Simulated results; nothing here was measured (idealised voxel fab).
This is a process module. Its name is voxel released beams.
We display cut, a cross-section 155 nm in width whose square cells are each 5 nm.
Notation: cross-section as square-cell grid; stated in bands, top first, going down; one or more cell rows per band.
What a band's entry tells you: where the top is and where the bottom is, as heights in nm, and after that what lies inside, material by material from left to right, each with its width in nm. Empty space is written as the word "empty", and a single material marked with the word "everywhere" occupies the band from edge to edge.
The level at which height equals 0 is the one under which the wafer, as it arrives, is entirely one material. No lower edge exists for the bottom band, which continues downward and is notated as in "0 nm and below".
Per-row width for "30 to 40": begins at first number (top row of band), ends at second number (bottom row), increment between rows held constant.
Given "no modification" for a step, no cell of the cross-section differs between before and after that step.
Each empty space that has no open way to the top and spans at least 8 cells appears under "Closed cavities" as width x height at distance, the distance counted from the left edge, all in nm.
What comes after the settings on a step's line is commentary from the simulator itself on that step.
"overlay nm" denotes, for a step that has a mask, the displacement of the mask to the right of its planned place, with negative values corresponding to the left.

Below is the list of planned process steps:
1) RECEIVE: material Si
2) CONFORMAL_DEP: material SiN, thk nm 10
3) DIRECTIONAL_DEP: material SiO2, thk nm 20
4) PATTERN: tone open, mask id ANCHOR, material resist, width nm 45, thk nm 20, overlay nm 0
5) DIRECTIONAL_ETCH: etch materials SiO2, depth nm 20
6) STRIP: etch materials resist
7) CONFORMAL_DEP: material TiN, thk nm 15
8) MASKED_ETCH: tone cover, mask id BEAM, width nm 110, etch materials TiN, depth nm 15, overlay nm 0
9) STRIP: etch materials SiO2

Wafer at receipt (post step 1), cross-section:
* 0 nm and below: Si everywhere
* Closed cavities: none

The cross-section shown corresponds to the wafer at the conclusion of the module. The initial structure and the process plan are those presented above; however, one mistake occurred in executing the plan:
* 35 nm to 20 nm: empty (20)  TiN (20)  empty (15)  TiN (75)  empty (25)
* 20 nm to 15 nm: empty (25)  TiN (15)  empty (15)  TiN (15)  empty (85)
* 15 nm to 0 nm: empty (25)  TiN (45)  empty (85)
* 0 nm and below: Si everywhere
* Closed cavities: none
The plan and the run diverged here: step 2 was dropped from the plan's execution and never run
